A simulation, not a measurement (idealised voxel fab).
process module | voxel transistor to metal
cross-section cut | 165 nm wide | cells 5 nm
A cross-section is a grid of square cells, given in bands from the top down. A band is one or more rows of cells.
Each band's line starts with the height of the band's top and of its bottom, in nm. Then come its materials from left to right, each with its width in nm. One material with "throughout" fills the band from edge to edge. "air" is empty space.
Height 0 is the level under which the wafer as received is all one material. The lowest band goes on downwards, as in "0 down".
A width such as "30 to 40" changes by the same amount from each row of cells to the next, from the band's top row to its bottom row.
"no change" after a step means that no cell of the cross-section changed.
closed voids: empty space of 8 cells or more with no open way to the top, each as width x height at its distance from the left edge, in nm
after a step's settings: what the simulator itself notes on the step
overlay nm, on a step with a mask: how far to the right of its planned place the mask lay; to the left if negative
plan
1 op RECEIVE | material Si
2 op OXIDIZE | depth nm 5
3 op CONFORMAL_DEP | material SiN | thk nm 15
4 op DIRECTIONAL_DEP | material aC | thk nm 10
5 op PATTERN | tone cover | mask id ACTIVE | material resist | width nm 110 | thk nm 25 | overlay nm 0
6 op DIRECTIONAL_ETCH | etch materials aC | depth nm 10
7 op STRIP | etch materials resist
8 op DIRECTIONAL_ETCH | etch materials SiN | depth nm 15
9 op DIRECTIONAL_ETCH | etch materials SiO2 | depth nm 5
10 op DIRECTIONAL_ETCH | etch materials Si | depth nm 25
11 op STRIP | etch materials aC
12 op FILL_DEP | material SiO2 | thk nm 5
13 op CMP | height nm 15
14 op SELECTIVE_ETCH | etch materials SiO2 | depth nm 10
15 op STRIP | etch materials SiN
16 op SELECTIVE_ETCH | etch materials SiO2 | depth nm 5
17 op OXIDIZE | depth nm 5
18 op DIRECTIONAL_DEP | material polySi | thk nm 30
19 op DIRECTIONAL_DEP | material SiCN | thk nm 15
20 op MASKED_ETCH | tone cover | mask id GATE | width nm 20 | etch materials SiCN | depth nm 25 | overlay nm 0
21 op MASKED_ETCH | tone cover | mask id GATE | width nm 20 | etch materials polySi | depth nm 40 | overlay nm 0
22 op CONFORMAL_DEP | material SiO2 | thk nm 5
23 op DIRECTIONAL_ETCH | etch materials SiO2 | depth nm 5
24 op CONFORMAL_DEP | material SiN | thk nm 10
25 op DIRECTIONAL_ETCH | etch materials SiN | depth nm 10
26 op DIRECTIONAL_ETCH | etch materials SiO2 | depth nm 5
27 op EPI | material pSi | thk nm 5
28 op FILL_DEP | material SiO2 | thk nm 5
29 op CMP | height nm 40
30 op DIRECTIONAL_DEP | material SiO2 | thk nm 15
31 op PATTERN | tone open | mask id CONTACT | material resist | width nm 20 | pitch nm 80 | thk nm 20 | overlay nm 0
32 op DIRECTIONAL_ETCH | etch materials SiO2 | depth nm 60
33 op STRIP | etch materials resist
34 op CONFORMAL_DEP | material TiN | thk nm 5
35 op FILL_DEP | material Ru | thk nm 5
36 op CMP | height nm 55
37 op DIRECTIONAL_DEP | material TiN | thk nm 5
38 op DIRECTIONAL_DEP | material W | thk nm 15
39 op PATTERN | tone cover | mask id METAL_1 | material resist | width nm 20 | pitch nm 80 | thk nm 20 | overlay nm 0
40 op DIRECTIONAL_ETCH | etch materials W | depth nm 15
41 op DIRECTIONAL_ETCH | etch materials TiN | depth nm 5
42 op STRIP | etch materials resist
43 op FILL_DEP | material SiO2 | thk nm 10
44 op CMP | height nm 75
45 op CONFORMAL_DEP | material SiCN | thk nm 5
46 op DIRECTIONAL_DEP | material lowk | thk nm 30
47 op PATTERN | tone open | mask id METAL_2_HOLES | material resist | width nm 15 | pitch nm 80 | thk nm 15 | overlay nm 0
48 op DIRECTIONAL_ETCH | etch materials lowk | depth nm 30
49 op STRIP | etch materials resist
50 op DIRECTIONAL_DEP | material aC | thk nm 10
51 op PATTERN | tone open | mask id METAL_2 | material resist | width nm 20 | pitch nm 80 | thk nm 30 | overlay nm 0
52 op DIRECTIONAL_ETCH | etch materials aC | depth nm 10
53 op STRIP | etch materials resist
54 op DIRECTIONAL_ETCH | etch materials lowk | depth nm 15
55 op DIRECTIONAL_ETCH | etch materials SiCN | depth nm 5
56 op STRIP | etch materials aC
57 op CONFORMAL_DEP | material TiN | thk nm 5
58 op FILL_DEP | material Cu | thk nm 10
59 op CMP | height nm 110
60 op CONFORMAL_DEP | material SiN | thk nm 5
first wafer, as planned
as received, after step 1
  0 down: Si throughout
  closed voids: none
after step 2
  0 to -5: SiO2 throughout
  below -5: unchanged
after step 3
  15 to 0: SiN throughout
  below 0: unchanged
after step 4
  25 to 15: aC throughout
  below 15: unchanged
after step 5
  50 to 25: air 25 | resist 110 | air 30
  below 25: unchanged
after step 6
  40 to 25: air 25 | resist 110 | air 30
  25 to 15: air 25 | aC 110 | air 30
  below 15: unchanged
after step 7
  25 to 15: air 25 | aC 110 | air 30
  below 15: unchanged
after step 8
  25 to 15: air 25 | aC 110 | air 30
  15 to 0: air 25 | SiN 110 | air 30
  below 0: unchanged
after step 9
  25 to 15: air 25 | aC 110 | air 30
  15 to 0: air 25 | SiN 110 | air 30
  0 to -5: air 25 | SiO2 110 | air 30
  below -5: unchanged
after step 10
  25 to 15: air 25 | aC 110 | air 30
  15 to 0: air 25 | SiN 110 | air 30
  0 to -5: air 25 | SiO2 110 | air 30
  -5 to -30: air 25 | Si 110 | air 30
  below -30: unchanged
after step 11
  15 to 0: air 25 | SiN 110 | air 30
  below 0: unchanged
after step 12
  20 to 15: SiO2 throughout
  15 to 0: SiO2 25 | SiN 110 | SiO2 30
  0 to -5: SiO2 throughout
  -5 to -30: SiO2 25 | Si 110 | SiO2 30
  below -30: unchanged
after step 13
  15 to 0: SiO2 25 | SiN 110 | SiO2 30
  below 0: unchanged
after step 14
  15 to 5: air 25 | SiN 110 | air 30
  below 5: unchanged
after step 15
  5 to 0: SiO2 25 | air 110 | SiO2 30
  below 0: unchanged
after step 16
  0 to -5: SiO2 20 | air 120 | SiO2 25
  below -5: unchanged
after step 17
  0 to -5: SiO2 20 | air 120 | SiO2 25
  -5 to -10: SiO2 throughout
  below -10: unchanged
after step 18
  30 to 25: polySi 20 | air 120 | polySi 25
  25 to 0: polySi throughout
  0 to -5: SiO2 20 | polySi 120 | SiO2 25
  below -5: unchanged
after step 19
  45 to 40: SiCN 20 | air 120 | SiCN 25
  40 to 30: SiCN throughout
  30 to 25: polySi 20 | SiCN 120 | polySi 25
  below 25: unchanged
after step 20
  40 to 30: air 70 | SiCN 20 | air 75
  30 to 25: polySi 20 | air 50 | SiCN 20 | air 50 | polySi 25
  below 25: unchanged
after step 21
  40 to 25: air 70 | SiCN 20 | air 75
  25 to 0: air 70 | polySi 20 | air 75
  0 to -5: SiO2 20 | air 50 | polySi 20 | air 50 | SiO2 25
  below -5: unchanged
after step 22
  45 to 40: air 65 | SiO2 30 | air 70
  40 to 25: air 65 | SiO2 5 | SiCN 20 | SiO2 5 | air 70
  25 to 5: air 65 | SiO2 5 | polySi 20 | SiO2 5 | air 70
  5 to 0: SiO2 25 | air 40 | SiO2 5 | polySi 20 | SiO2 5 | air 40 | SiO2 30
  0 to -5: SiO2 70 | polySi 20 | SiO2 75
  below -5: unchanged
after step 23
  40 to 25: air 65 | SiO2 5 | SiCN 20 | SiO2 5 | air 70
  25 to 0: air 65 | SiO2 5 | polySi 20 | SiO2 5 | air 70
  0 to -5: SiO2 25 | air 40 | SiO2 5 | polySi 20 | SiO2 5 | air 40 | SiO2 30
  below -5: unchanged
after step 24
  50 to 40: air 55 | SiN 50 | air 60
  40 to 25: air 55 | SiN 10 | SiO2 5 | SiCN 20 | SiO2 5 | SiN 10 | air 60
  25 to 10: air 55 | SiN 10 | SiO2 5 | polySi 20 | SiO2 5 | SiN 10 | air 60
  10 to 5: SiN 35 | air 20 | SiN 10 | SiO2 5 | polySi 20 | SiO2 5 | SiN 10 | air 20 | SiN 40
  5 to 0: SiN 65 | SiO2 5 | polySi 20 | SiO2 5 | SiN 70
  0 to -5: SiO2 25 | SiN 40 | SiO2 5 | polySi 20 | SiO2 5 | SiN 40 | SiO2 30
  below -5: unchanged
after step 25
  40 to 25: air 55 | SiN 10 | SiO2 5 | SiCN 20 | SiO2 5 | SiN 10 | air 60
  25 to 0: air 55 | SiN 10 | SiO2 5 | polySi 20 | SiO2 5 | SiN 10 | air 60
  0 to -5: SiO2 25 | SiN 10 | air 20 | SiN 10 | SiO2 5 | polySi 20 | SiO2 5 | SiN 10 | air 20 | SiN 10 | SiO2 30
  below -5: unchanged
after step 26
  40 to 35: air 55 | SiN 10 | air 5 | SiCN 20 | air 5 | SiN 10 | air 60
  35 to 25: air 55 | SiN 10 | SiO2 5 | SiCN 20 | SiO2 5 | SiN 10 | air 60
  25 to 0: air 55 | SiN 10 | SiO2 5 | polySi 20 | SiO2 5 | SiN 10 | air 60
  0 to -5: air 25 | SiN 10 | air 20 | SiN 10 | SiO2 5 | polySi 20 | SiO2 5 | SiN 10 | air 20 | SiN 10 | air 30
  -5 to -10: SiO2 35 | air 20 | SiO2 50 | air 20 | SiO2 40
  below -10: unchanged
after step 27
  40 to 35: air 55 | SiN 10 | air 5 | SiCN 20 | air 5 | SiN 10 | air 60
  35 to 25: air 55 | SiN 10 | SiO2 5 | SiCN 20 | SiO2 5 | SiN 10 | air 60
  25 to 0: air 55 | SiN 10 | SiO2 5 | polySi 20 | SiO2 5 | SiN 10 | air 60
  0 to -5: air 25 | SiN 10 | air 20 | SiN 10 | SiO2 5 | polySi 20 | SiO2 5 | SiN 10 | air 20 | SiN 10 | air 30
  -5 to -10: SiO2 35 | pSi 20 | SiO2 50 | pSi 20 | SiO2 40
  below -10: unchanged
after step 28
  45 to 40: SiO2 throughout
  40 to 25: SiO2 55 | SiN 10 | SiO2 5 | SiCN 20 | SiO2 5 | SiN 10 | SiO2 60
  25 to 0: SiO2 55 | SiN 10 | SiO2 5 | polySi 20 | SiO2 5 | SiN 10 | SiO2 60
  0 to -5: SiO2 25 | SiN 10 | SiO2 20 | SiN 10 | SiO2 5 | polySi 20 | SiO2 5 | SiN 10 | SiO2 20 | SiN 10 | SiO2 30
  below -5: unchanged
after step 29
  40 to 25: SiO2 55 | SiN 10 | SiO2 5 | SiCN 20 | SiO2 5 | SiN 10 | SiO2 60
  below 25: unchanged
after step 30
  55 to 40: SiO2 throughout
  below 40: unchanged
after step 31
  75 to 55: resist 30 | air 20 | resist 60 | air 20 | resist 35
  below 55: unchanged
after step 32
  75 to 55: resist 30 | air 20 | resist 60 | air 20 | resist 35
  55 to 40: SiO2 30 | air 20 | SiO2 60 | air 20 | SiO2 35
  40 to 25: SiO2 30 | air 20 | SiO2 5 | SiN 10 | SiO2 5 | SiCN 20 | SiO2 5 | SiN 10 | SiO2 5 | air 20 | SiO2 35
  25 to 0: SiO2 30 | air 20 | SiO2 5 | SiN 10 | SiO2 5 | polySi 20 | SiO2 5 | SiN 10 | SiO2 5 | air 20 | SiO2 35
  0 to -5: SiO2 25 | SiN 10 | air 15 | SiO2 5 | SiN 10 | SiO2 5 | polySi 20 | SiO2 5 | SiN 10 | SiO2 5 | air 15 | SiN 10 | SiO2 30
  below -5: unchanged
after step 33
  55 to 40: SiO2 30 | air 20 | SiO2 60 | air 20 | SiO2 35
  below 40: unchanged
after step 34
  60 to 55: TiN 35 | air 10 | TiN 70 | air 10 | TiN 40
  55 to 40: SiO2 30 | TiN 5 | air 10 | TiN 5 | SiO2 60 | TiN 5 | air 10 | TiN 5 | SiO2 35
  40 to 25: SiO2 30 | TiN 5 | air 10 | TiN 5 | SiO2 5 | SiN 10 | SiO2 5 | SiCN 20 | SiO2 5 | SiN 10 | SiO2 5 | TiN 5 | air 10 | TiN 5 | SiO2 35
  25 to 5: SiO2 30 | TiN 5 | air 10 | TiN 5 | SiO2 5 | SiN 10 | SiO2 5 | polySi 20 | SiO2 5 | SiN 10 | SiO2 5 | TiN 5 | air 10 | TiN 5 | SiO2 35
  5 to 0: SiO2 30 | TiN 10 | air 5 | TiN 5 | SiO2 5 | SiN 10 | SiO2 5 | polySi 20 | SiO2 5 | SiN 10 | SiO2 5 | TiN 5 | air 5 | TiN 10 | SiO2 35
  0 to -5: SiO2 25 | SiN 10 | TiN 15 | SiO2 5 | SiN 10 | SiO2 5 | polySi 20 | SiO2 5 | SiN 10 | SiO2 5 | TiN 15 | SiN 10 | SiO2 30
  below -5: unchanged
after step 35
  65 to 60: Ru throughout
  60 to 55: TiN 35 | Ru 10 | TiN 70 | Ru 10 | TiN 40
  55 to 40: SiO2 30 | TiN 5 | Ru 10 | TiN 5 | SiO2 60 | TiN 5 | Ru 10 | TiN 5 | SiO2 35
  40 to 25: SiO2 30 | TiN 5 | Ru 10 | TiN 5 | SiO2 5 | SiN 10 | SiO2 5 | SiCN 20 | SiO2 5 | SiN 10 | SiO2 5 | TiN 5 | Ru 10 | TiN 5 | SiO2 35
  25 to 5: SiO2 30 | TiN 5 | Ru 10 | TiN 5 | SiO2 5 | SiN 10 | SiO2 5 | polySi 20 | SiO2 5 | SiN 10 | SiO2 5 | TiN 5 | Ru 10 | TiN 5 | SiO2 35
  5 to 0: SiO2 30 | TiN 10 | Ru 5 | TiN 5 | SiO2 5 | SiN 10 | SiO2 5 | polySi 20 | SiO2 5 | SiN 10 | SiO2 5 | TiN 5 | Ru 5 | TiN 10 | SiO2 35
  below 0: unchanged
after step 36
  55 to 40: SiO2 30 | TiN 5 | Ru 10 | TiN 5 | SiO2 60 | TiN 5 | Ru 10 | TiN 5 | SiO2 35
  below 40: unchanged
after step 37
  60 to 55: TiN throughout
  below 55: unchanged
after step 38
  75 to 60: W throughout
  below 60: unchanged
after step 39
  95 to 75: air 30 | resist 20 | air 60 | resist 20 | air 35
  below 75: unchanged
after step 40
  95 to 75: air 30 | resist 20 | air 60 | resist 20 | air 35
  75 to 60: air 30 | W 20 | air 60 | W 20 | air 35
  below 60: unchanged
after step 41
  95 to 75: air 30 | resist 20 | air 60 | resist 20 | air 35
  75 to 60: air 30 | W 20 | air 60 | W 20 | air 35
  60 to 55: air 30 | TiN 20 | air 60 | TiN 20 | air 35
  below 55: unchanged
after step 42
  75 to 60: air 30 | W 20 | air 60 | W 20 | air 35
  below 60: unchanged
after step 43
  85 to 75: SiO2 throughout
  75 to 60: SiO2 30 | W 20 | SiO2 60 | W 20 | SiO2 35
  60 to 55: SiO2 30 | TiN 20 | SiO2 60 | TiN 20 | SiO2 35
  below 55: unchanged
after step 44
  75 to 60: SiO2 30 | W 20 | SiO2 60 | W 20 | SiO2 35
  below 60: unchanged
after step 45
  80 to 75: SiCN throughout
  below 75: unchanged
after step 46
  110 to 80: lowk throughout
  below 80: unchanged
after step 47
  125 to 110: resist 30 | air 15 | resist 65 | air 15 | resist 40
  below 110: unchanged
after step 48
  125 to 110: resist 30 | air 15 | resist 65 | air 15 | resist 40
  110 to 80: lowk 30 | air 15 | lowk 65 | air 15 | lowk 40
  below 80: unchanged
after step 49
  110 to 80: lowk 30 | air 15 | lowk 65 | air 15 | lowk 40
  below 80: unchanged
after step 50
  120 to 110: aC 30 | air 15 | aC 65 | air 15 | aC 40
  110 to 90: lowk 30 | air 15 | lowk 65 | air 15 | lowk 40
  90 to 80: lowk 30 | aC 15 | lowk 65 | aC 15 | lowk 40
  below 80: unchanged
after step 51
  150 to 120: resist 30 | air 20 | resist 60 | air 20 | resist 35
  below 120: unchanged
after step 52
  140 to 120: resist 30 | air 20 | resist 60 | air 20 | resist 35
  120 to 110: aC 30 | air 20 | aC 60 | air 20 | aC 35
  110 to 80: lowk 30 | air 15 | lowk 65 | air 15 | lowk 40
  below 80: unchanged
after step 53
  120 to 110: aC 30 | air 20 | aC 60 | air 20 | aC 35
  below 110: unchanged
after step 54
  120 to 110: aC 30 | air 20 | aC 60 | air 20 | aC 35
  110 to 95: lowk 30 | air 20 | lowk 60 | air 20 | lowk 35
  below 95: unchanged
after step 55
  120 to 110: aC 30 | air 20 | aC 60 | air 20 | aC 35
  110 to 95: lowk 30 | air 20 | lowk 60 | air 20 | lowk 35
  95 to 80: lowk 30 | air 15 | lowk 65 | air 15 | lowk 40
  80 to 75: SiCN 30 | air 15 | SiCN 65 | air 15 | SiCN 40
  below 75: unchanged
after step 56
  110 to 95: lowk 30 | air 20 | lowk 60 | air 20 | lowk 35
  below 95: unchanged
after step 57
  115 to 110: TiN 35 | air 10 | TiN 70 | air 10 | TiN 40
  110 to 100: lowk 30 | TiN 5 | air 10 | TiN 5 | lowk 60 | TiN 5 | air 10 | TiN 5 | lowk 35
  100 to 95: lowk 30 | TiN 5 | air 5 | TiN 10 | lowk 60 | TiN 5 | air 5 | TiN 10 | lowk 35
  95 to 80: lowk 30 | TiN 5 | air 5 | TiN 5 | lowk 65 | TiN 5 | air 5 | TiN 5 | lowk 40
  80 to 75: SiCN 30 | TiN 15 | SiCN 65 | TiN 15 | SiCN 40
  below 75: unchanged
after step 58
  125 to 115: Cu throughout
  115 to 110: TiN 35 | Cu 10 | TiN 70 | Cu 10 | TiN 40
  110 to 100: lowk 30 | TiN 5 | Cu 10 | TiN 5 | lowk 60 | TiN 5 | Cu 10 | TiN 5 | lowk 35
  100 to 95: lowk 30 | TiN 5 | Cu 5 | TiN 10 | lowk 60 | TiN 5 | Cu 5 | TiN 10 | lowk 35
  95 to 80: lowk 30 | TiN 5 | Cu 5 | TiN 5 | lowk 65 | TiN 5 | Cu 5 | TiN 5 | lowk 40
  below 80: unchanged
after step 59
  110 to 100: lowk 30 | TiN 5 | Cu 10 | TiN 5 | lowk 60 | TiN 5 | Cu 10 | TiN 5 | lowk 35
  below 100: unchanged
after step 60
  115 to 110: SiN throughout
  below 110: unchanged
second wafer: like start, like plan, one mistake. Through step 18 it matches the first wafer
when step 19 should have ended
  60 to 55: SiCN 20 | air 120 | SiCN 25
  55 to 30: SiCN throughout
  30 to 25: polySi 20 | SiCN 120 | polySi 25
  below 25: unchanged
when step 20 should have ended
  55 to 35: air 70 | SiCN 20 | air 75
  35 to 30: SiCN 20 | air 50 | SiCN 20 | air 50 | SiCN 25
  below 30: unchanged
when step 21 should have ended: no change
when step 22 should have ended
  60 to 55: air 65 | SiO2 30 | air 70
  55 to 40: air 65 | SiO2 5 | SiCN 20 | SiO2 5 | air 70
  40 to 35: SiO2 25 | air 40 | SiO2 5 | SiCN 20 | SiO2 5 | air 40 | SiO2 30
  35 to 30: SiCN 20 | SiO2 50 | SiCN 20 | SiO2 50 | SiCN 25
  below 30: unchanged
when step 23 should have ended
  55 to 35: air 65 | SiO2 5 | SiCN 20 | SiO2 5 | air 70
  35 to 30: SiCN 20 | SiO2 5 | air 40 | SiO2 5 | SiCN 20 | SiO2 5 | air 40 | SiO2 5 | SiCN 25
  below 30: unchanged
when step 24 should have ended
  65 to 55: air 55 | SiN 50 | air 60
  55 to 45: air 55 | SiN 10 | SiO2 5 | SiCN 20 | SiO2 5 | SiN 10 | air 60
  45 to 40: SiN 35 | air 20 | SiN 10 | SiO2 5 | SiCN 20 | SiO2 5 | SiN 10 | air 20 | SiN 40
  40 to 35: SiN 65 | SiO2 5 | SiCN 20 | SiO2 5 | SiN 70
  35 to 30: SiCN 20 | SiO2 5 | SiN 40 | SiO2 5 | SiCN 20 | SiO2 5 | SiN 40 | SiO2 5 | SiCN 25
  below 30: unchanged
when step 25 should have ended
  55 to 35: air 55 | SiN 10 | SiO2 5 | SiCN 20 | SiO2 5 | SiN 10 | air 60
  35 to 30: SiCN 20 | SiO2 5 | SiN 10 | air 20 | SiN 10 | SiO2 5 | SiCN 20 | SiO2 5 | SiN 10 | air 20 | SiN 10 | SiO2 5 | SiCN 25
  below 30: unchanged
when step 26 should have ended
  55 to 50: air 55 | SiN 10 | air 5 | SiCN 20 | air 5 | SiN 10 | air 60
  50 to 35: air 55 | SiN 10 | SiO2 5 | SiCN 20 | SiO2 5 | SiN 10 | air 60
  35 to 30: SiCN 20 | air 5 | SiN 10 | air 20 | SiN 10 | SiO2 5 | SiCN 20 | SiO2 5 | SiN 10 | air 20 | SiN 10 | air 5 | SiCN 25
  below 30: unchanged
when step 27 should have ended: no change
when step 28 should have ended
  60 to 55: SiO2 throughout
  55 to 35: SiO2 55 | SiN 10 | SiO2 5 | SiCN 20 | SiO2 5 | SiN 10 | SiO2 60
  35 to 30: SiCN 20 | SiO2 5 | SiN 10 | SiO2 20 | SiN 10 | SiO2 5 | SiCN 20 | SiO2 5 | SiN 10 | SiO2 20 | SiN 10 | SiO2 5 | SiCN 25
  below 30: unchanged
when step 29 should have ended
  40 to 35: SiO2 55 | SiN 10 | SiO2 5 | SiCN 20 | SiO2 5 | SiN 10 | SiO2 60
  below 35: unchanged
when step 30 should have ended
  55 to 40: SiO2 throughout
  below 40: unchanged
when step 31 should have ended
  75 to 55: resist 30 | air 20 | resist 60 | air 20 | resist 35
  below 55: unchanged
when step 32 should have ended
  75 to 55: resist 30 | air 20 | resist 60 | air 20 | resist 35
  55 to 40: SiO2 30 | air 20 | SiO2 60 | air 20 | SiO2 35
  40 to 35: SiO2 30 | air 20 | SiO2 5 | SiN 10 | SiO2 5 | SiCN 20 | SiO2 5 | SiN 10 | SiO2 5 | air 20 | SiO2 35
  35 to 30: SiCN 20 | SiO2 5 | SiN 10 | air 15 | SiO2 5 | SiN 10 | SiO2 5 | SiCN 20 | SiO2 5 | SiN 10 | SiO2 5 | air 15 | SiN 10 | SiO2 5 | SiCN 25
  below 30: unchanged
when step 33 should have ended
  55 to 40: SiO2 30 | air 20 | SiO2 60 | air 20 | SiO2 35
  below 40: unchanged
when step 34 should have ended
  60 to 55: TiN 35 | air 10 | TiN 70 | air 10 | TiN 40
  55 to 40: SiO2 30 | TiN 5 | air 10 | TiN 5 | SiO2 60 | TiN 5 | air 10 | TiN 5 | SiO2 35
  40 to 35: SiO2 30 | TiN 10 | air 5 | TiN 5 | SiO2 5 | SiN 10 | SiO2 5 | SiCN 20 | SiO2 5 | SiN 10 | SiO2 5 | TiN 5 | air 5 | TiN 10 | SiO2 35
  35 to 30: SiCN 20 | SiO2 5 | SiN 10 | TiN 15 | SiO2 5 | SiN 10 | SiO2 5 | SiCN 20 | SiO2 5 | SiN 10 | SiO2 5 | TiN 15 | SiN 10 | SiO2 5 | SiCN 25
  below 30: unchanged
when step 35 should have ended
  65 to 60: Ru throughout
  60 to 55: TiN 35 | Ru 10 | TiN 70 | Ru 10 | TiN 40
  55 to 40: SiO2 30 | TiN 5 | Ru 10 | TiN 5 | SiO2 60 | TiN 5 | Ru 10 | TiN 5 | SiO2 35
  40 to 35: SiO2 30 | TiN 10 | Ru 5 | TiN 5 | SiO2 5 | SiN 10 | SiO2 5 | SiCN 20 | SiO2 5 | SiN 10 | SiO2 5 | TiN 5 | Ru 5 | TiN 10 | SiO2 35
  below 35: unchanged
when step 36 should have ended
  55 to 40: SiO2 30 | TiN 5 | Ru 10 | TiN 5 | SiO2 60 | TiN 5 | Ru 10 | TiN 5 | SiO2 35
  below 40: unchanged
when step 37 should have ended
  60 to 55: TiN throughout
  below 55: unchanged
when step 38 should have ended
  75 to 60: W throughout
  below 60: unchanged
when step 39 should have ended
  95 to 75: air 30 | resist 20 | air 60 | resist 20 | air 35
  below 75: unchanged
when step 40 should have ended
  95 to 75: air 30 | resist 20 | air 60 | resist 20 | air 35
  75 to 60: air 30 | W 20 | air 60 | W 20 | air 35
  below 60: unchanged
when step 41 should have ended
  95 to 75: air 30 | resist 20 | air 60 | resist 20 | air 35
  75 to 60: air 30 | W 20 | air 60 | W 20 | air 35
  60 to 55: air 30 | TiN 20 | air 60 | TiN 20 | air 35
  below 55: unchanged
when step 42 should have ended
  75 to 60: air 30 | W 20 | air 60 | W 20 | air 35
  below 60: unchanged
when step 43 should have ended
  85 to 75: SiO2 throughout
  75 to 60: SiO2 30 | W 20 | SiO2 60 | W 20 | SiO2 35
  60 to 55: SiO2 30 | TiN 20 | SiO2 60 | TiN 20 | SiO2 35
  below 55: unchanged
when step 44 should have ended
  75 to 60: SiO2 30 | W 20 | SiO2 60 | W 20 | SiO2 35
  below 60: unchanged
when step 45 should have ended
  80 to 75: SiCN throughout
  below 75: unchanged
when step 46 should have ended
  110 to 80: lowk throughout
  below 80: unchanged
when step 47 should have ended
  125 to 110: resist 30 | air 15 | resist 65 | air 15 | resist 40
  below 110: unchanged
when step 48 should have ended
  125 to 110: resist 30 | air 15 | resist 65 | air 15 | resist 40
  110 to 80: lowk 30 | air 15 | lowk 65 | air 15 | lowk 40
  below 80: unchanged
when step 49 should have ended
  110 to 80: lowk 30 | air 15 | lowk 65 | air 15 | lowk 40
  below 80: unchanged
when step 50 should have ended
  120 to 110: aC 30 | air 15 | aC 65 | air 15 | aC 40
  110 to 90: lowk 30 | air 15 | lowk 65 | air 15 | lowk 40
  90 to 80: lowk 30 | aC 15 | lowk 65 | aC 15 | lowk 40
  below 80: unchanged
when step 51 should have ended
  150 to 120: resist 30 | air 20 | resist 60 | air 20 | resist 35
  below 120: unchanged
when step 52 should have ended
  140 to 120: resist 30 | air 20 | resist 60 | air 20 | resist 35
  120 to 110: aC 30 | air 20 | aC 60 | air 20 | aC 35
  110 to 80: lowk 30 | air 15 | lowk 65 | air 15 | lowk 40
  below 80: unchanged
when step 53 should have ended
  120 to 110: aC 30 | air 20 | aC 60 | air 20 | aC 35
  below 110: unchanged
when step 54 should have ended
  120 to 110: aC 30 | air 20 | aC 60 | air 20 | aC 35
  110 to 95: lowk 30 | air 20 | lowk 60 | air 20 | lowk 35
  below 95: unchanged
when step 55 should have ended
  120 to 110: aC 30 | air 20 | aC 60 | air 20 | aC 35
  110 to 95: lowk 30 | air 20 | lowk 60 | air 20 | lowk 35
  95 to 80: lowk 30 | air 15 | lowk 65 | air 15 | lowk 40
  80 to 75: SiCN 30 | air 15 | SiCN 65 | air 15 | SiCN 40
  below 75: unchanged
when step 56 should have ended
  110 to 95: lowk 30 | air 20 | lowk 60 | air 20 | lowk 35
  below 95: unchanged
when step 57 should have ended
  115 to 110: TiN 35 | air 10 | TiN 70 | air 10 | TiN 40
  110 to 100: lowk 30 | TiN 5 | air 10 | TiN 5 | lowk 60 | TiN 5 | air 10 | TiN 5 | lowk 35
  100 to 95: lowk 30 | TiN 5 | air 5 | TiN 10 | lowk 60 | TiN 5 | air 5 | TiN 10 | lowk 35
  95 to 80: lowk 30 | TiN 5 | air 5 | TiN 5 | lowk 65 | TiN 5 | air 5 | TiN 5 | lowk 40
  80 to 75: SiCN 30 | TiN 15 | SiCN 65 | TiN 15 | SiCN 40
  below 75: unchanged
when step 58 should have ended
  125 to 115: Cu throughout
  115 to 110: TiN 35 | Cu 10 | TiN 70 | Cu 10 | TiN 40
  110 to 100: lowk 30 | TiN 5 | Cu 10 | TiN 5 | lowk 60 | TiN 5 | Cu 10 | TiN 5 | lowk 35
  100 to 95: lowk 30 | TiN 5 | Cu 5 | TiN 10 | lowk 60 | TiN 5 | Cu 5 | TiN 10 | lowk 35
  95 to 80: lowk 30 | TiN 5 | Cu 5 | TiN 5 | lowk 65 | TiN 5 | Cu 5 | TiN 5 | lowk 40
  below 80: unchanged
when step 59 should have ended
  110 to 100: lowk 30 | TiN 5 | Cu 10 | TiN 5 | lowk 60 | TiN 5 | Cu 10 | TiN 5 | lowk 35
  below 100: unchanged
when step 60 should have ended
  115 to 110: SiN throughout
  below 110: unchanged
what went wrong: step 19 was run twice
at the end the second wafer has, in cells: 28 fewer of Ru | 29 more of SiCN | 28 fewer of SiN | 111 fewer of SiO2 | 28 fewer of TiN | 8 fewer of pSi | 174 more of polySi
